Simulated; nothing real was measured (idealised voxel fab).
process module | voxel spacer lines
cross-section cut | 195 nm wide | cells 5 nm
A cross-section is a grid of square cells, given in bands from the top down. A band is one or more rows of cells.
Each band's line starts with the height of the band's top and of its bottom, in nm. Then come its materials from left to right, each with its width in nm. One material with "throughout" fills the band from edge to edge. "air" is empty space.
Height 0 is the level under which the wafer as received is all one material. The lowest band goes on downwards, as in "0 down".
A width such as "30 to 40" changes by the same amount from each row of cells to the next, from the band's top row to its bottom row.
"no change" after a step means that no cell of the cross-section changed.
closed voids: empty space of 8 cells or more with no open way to the top, each as width x height at its distance from the left edge, in nm
after a step's settings: what the simulator itself notes on the step
overlay nm, on a step with a mask: how far to the right of its planned place the mask lay; to the left if negative
plan
1 op RECEIVE | material Si
2 op CONFORMAL_DEP | material SiO2 | thk nm 10
3 op DIRECTIONAL_DEP | material TiN | thk nm 15
4 op DIRECTIONAL_DEP | material aC | thk nm 30
5 op PATTERN | tone cover | mask id MANDREL | material resist | width nm 20 | pitch nm 70 | thk nm 35 | overlay nm 0
6 op DIRECTIONAL_ETCH | etch materials aC | depth nm 30
7 op STRIP | etch materials resist
8 op CONFORMAL_DEP | material SiN | thk nm 15
9 op DIRECTIONAL_ETCH | etch materials SiN | depth nm 15
10 op STRIP | etch materials aC
11 op DIRECTIONAL_ETCH | etch materials TiN | depth nm 15
12 op STRIP | etch materials SiN
as received, after step 1
  0 down: Si throughout
  closed voids: none
a wafer at the end: this start, this plan, one mistake
  30 to 15: TiN 15 | air 20 | TiN 15 | air 20 | TiN 15 | air 20 | TiN 15 | air 20 | TiN 15 | air 20 | TiN 15 | air 5
  15 to 0: SiO2 throughout
  0 down: Si throughout
  closed voids: none
what went wrong: step 2 ran as: op CONFORMAL_DEP | material SiO2 | thk nm 15
